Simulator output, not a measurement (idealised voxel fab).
Process module heading - voxel gate over fins
In the cross-section labelled cut, the width is 255 nm and each square cell is 5 nm.
Cross-sections here: square-cell grids, written as top-down lists of bands, a band being one or more rows of cells. A band entry consists of two parts. The first gives the height of the band's top and the height of its bottom, in nm. The rest lists the band's materials from left to right, each with its width in nm. A single material labelled with the word "throughout" fills the band from edge to edge, and the word "empty" marks empty space. A quick word on heights: they are counted from 0, and under that level the wafer as it came to us is one material throughout. The lowest band is different from the rest in having no bottom; it simply continues downward, written as in "0 -> down". The expression "30 to 40" gives the width at the extremes of the band, the first number at its top row of cells and the second at its bottom row, with the width changing by equal amounts from each row to the next in between. A step reported as "no change occurred" is a step in which no cell of the cross-section changed. Each empty space that has no open way to the top and spans at least 8 cells appears under "Fully sealed voids" as width x height at distance, the distance counted from the left edge, all in nm. The remark found on a step's line after its settings is issued by the simulator itself and pertains to that step. Each step line may optionally specify "overlay nm", which for a step with a mask gives the rightward distance between the mask's planned place and where it lay, a negative value indicating the leftward direction.

So here's the lineup of process steps we planned
1,RECEIVE, material Si
2,CONFORMAL_DEP, material SiN, thk nm 10
3,MASKED_ETCH, tone cover, mask id FINS, width nm 15, pitch nm 60, etch materials SiN, depth nm 10, overlay nm 0
4,MASKED_ETCH, tone cover, mask id FINS, width nm 15, pitch nm 60, etch materials Si, depth nm 35, overlay nm 0
5,OXIDIZE, depth nm 5
6,FILL_DEP, material SiO2, thk nm 10
7,CMP, height nm 10
8,PATTERN, tone open, mask id RAIL, material resist, width nm 15, thk nm 20, overlay nm 0
9,DIRECTIONAL_ETCH, etch materials SiO2, depth nm 40
10,STRIP, etch materials resist
11,CONFORMAL_DEP, material TiN, thk nm 5
12,FILL_DEP, material Ru, thk nm 5
13,CMP, height nm 10
14,SELECTIVE_ETCH, etch materials W Ru TiN, depth nm 30
15,FILL_DEP, material SiO2, thk nm 5
16,CMP, height nm 10
17,SELECTIVE_ETCH, etch materials SiO2, depth nm 25
18,STRIP, etch materials SiN
19,CONFORMAL_DEP, material HfO2, thk nm 5
20,CONFORMAL_DEP, material TiN, thk nm 5
21,FILL_DEP, material W, thk nm 15
22,CMP, height nm 20
23,CONFORMAL_DEP, material SiCN, thk nm 10

The cross-section here shows the wafer as received, i.e. in its state after step 1
  0 -> down | Si throughout
  Fully sealed voids: none

The following cross-section depicts the wafer upon conclusion of the module. Processing commenced from the starting condition illustrated above and adhered to the plan illustrated above, save for one mistake in execution
  30 -> 20 | SiCN throughout
  20 -> 10 | W throughout
  10 -> 5 | 55 W / 25 TiN / 35 W / 25 TiN / 35 W / 25 TiN / 55 W
  5 -> 0 | 55 W / 5 TiN / 15 HfO2 / 5 TiN / 35 W / 5 TiN / 15 HfO2 / 5 TiN / 35 W / 5 TiN / 15 HfO2 / 5 TiN / 55 W
  0 -> -5 | 55 W / 5 TiN / 5 HfO2 / 5 Si / 5 HfO2 / 5 TiN / 35 W / 5 TiN / 5 HfO2 / 5 Si / 5 HfO2 / 5 TiN / 35 W / 5 TiN / 5 HfO2 / 5 Si / 5 HfO2 / 5 TiN / 55 W
  -5 -> -10 | 60 TiN / 5 HfO2 / 5 Si / 5 HfO2 / 45 TiN / 5 HfO2 / 5 Si / 5 HfO2 / 45 TiN / 5 HfO2 / 5 Si / 5 HfO2 / 60 TiN
  -10 -> -15 | 65 HfO2 / 5 Si / 55 HfO2 / 5 Si / 55 HfO2 / 5 Si / 65 HfO2
  -15 -> -20 | 65 SiO2 / 5 Si / 55 SiO2 / 5 Si / 55 SiO2 / 5 Si / 65 SiO2
  -20 -> -25 | 65 SiO2 / 5 Si / 15 SiO2 / 5 TiN / 5 Ru / 5 TiN / 25 SiO2 / 5 Si / 55 SiO2 / 5 Si / 65 SiO2
  -25 -> -30 | 65 SiO2 / 5 Si / 15 SiO2 / 15 TiN / 25 SiO2 / 5 Si / 55 SiO2 / 5 Si / 65 SiO2
  -30 -> -40 | 65 SiO2 / 5 Si / 55 SiO2 / 5 Si / 55 SiO2 / 5 Si / 65 SiO2
  -40 -> down | Si throughout
  Fully sealed voids: none
What went wrong in running the wafer? step 8 deviated from plan and actually ran as PATTERN, tone open, mask id RAIL, material resist, width nm 15, thk nm 20, overlay nm -5
